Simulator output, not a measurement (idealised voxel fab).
The process module presented herein is designated voxel lift off.
The figure presents cross-section cut, which has a width of 275 nm and is divided into square cells with an edge length of 5 nm.
Just so we're on the same page, the cross-sections are grids of square cells, and they're listed out in bands top to bottom, each band one or more rows deep.
It is stipulated that each band's entry specify, in nanometres, the height of the top of the band and then that of its bottom, followed by the materials of the band in left-to-right sequence, each together with its width in nanometres. A single material marked by the word "edge to edge" is understood to fill the band from edge to edge; the word "empty" is understood to denote empty space.
Heights are reckoned from 0. Under this level, the received wafer is all of one material. The bottommost band is open-ended downward, for example "0 -> down".
The width entry "30 to 40" should be interpreted row by row: the top row of cells in the band takes the first number, the bottom row takes the second number, and the change between adjacent rows is uniform throughout.
No cell of the cross-section changed in a step that is given as "no alterations made".
Reported under the label "Enclosed cavity list" are the empty spaces having no open way to the top and comprising 8 cells or more; the notation for each is width x height at distance, in which the distance is measured from the left edge and all three values are in nm.
It should be noted that, on the line of a given step, the content following the step's settings is a remark produced by the simulator itself with respect to that step.
Among the settings permitted on a step's line is "overlay nm"; applied to a step with a mask, it specifies the extent to which the mask lay to the right of its planned position, whereas a negative figure signifies a position to the left.

THIS SECTION LISTS THE PROCESS STEPS THAT WERE PLANNED
- 1: RECEIVE | material Si
- 2: CONFORMAL_DEP | material Al2O3 | thk nm 5
- 3: PATTERN | tone open | mask id LINES | material resist | width nm 25 | pitch nm 45 | thk nm 25 | overlay nm -15
- 4: DIRECTIONAL_DEP | material Ru | thk nm 10
- 5: STRIP | etch materials resist
- 6: CONFORMAL_DEP | material SiCN | thk nm 10
Don't read the plan's overlay nm for step 3 as applying to every wafer: that's the first wafer's value, and the wafers differ in it, though they all start identical.

CROSS-SECTION OF THE FIRST OF SEVERAL RECEIVED WAFERS, SHOWING ITS STATE AFTER STEP 1
0 -> down | Si edge to edge
Enclosed cavity list: none

HEADS UP, THIS TABLE GOES WAFER BY WAFER. A ROW TELLS YOU, AT THE END OF THE MODULE, HOW MANY CELLS OF EACH MATERIAL THAT WAFER HAS PUT ON (+) OR DROPPED (-) SINCE IT WAS RECEIVED, AND THEN ITS CLOSED VOIDS
overlay nm -15; +55 Al2O3; +30 Ru; +134 SiCN; Enclosed cavity list: none
overlay nm -10; +55 Al2O3; +30 Ru; +134 SiCN; Enclosed cavity list: none
overlay nm -5; +55 Al2O3; +30 Ru; +134 SiCN; Enclosed cavity list: none
overlay nm 0; +55 Al2O3; +30 Ru; +134 SiCN; Enclosed cavity list: none
overlay nm 5; +55 Al2O3; +30 Ru; +134 SiCN; Enclosed cavity list: none
overlay nm 10; +55 Al2O3; +30 Ru; +134 SiCN; Enclosed cavity list: none
overlay nm 15; +55 Al2O3; +30 Ru; +134 SiCN; Enclosed cavity list: none
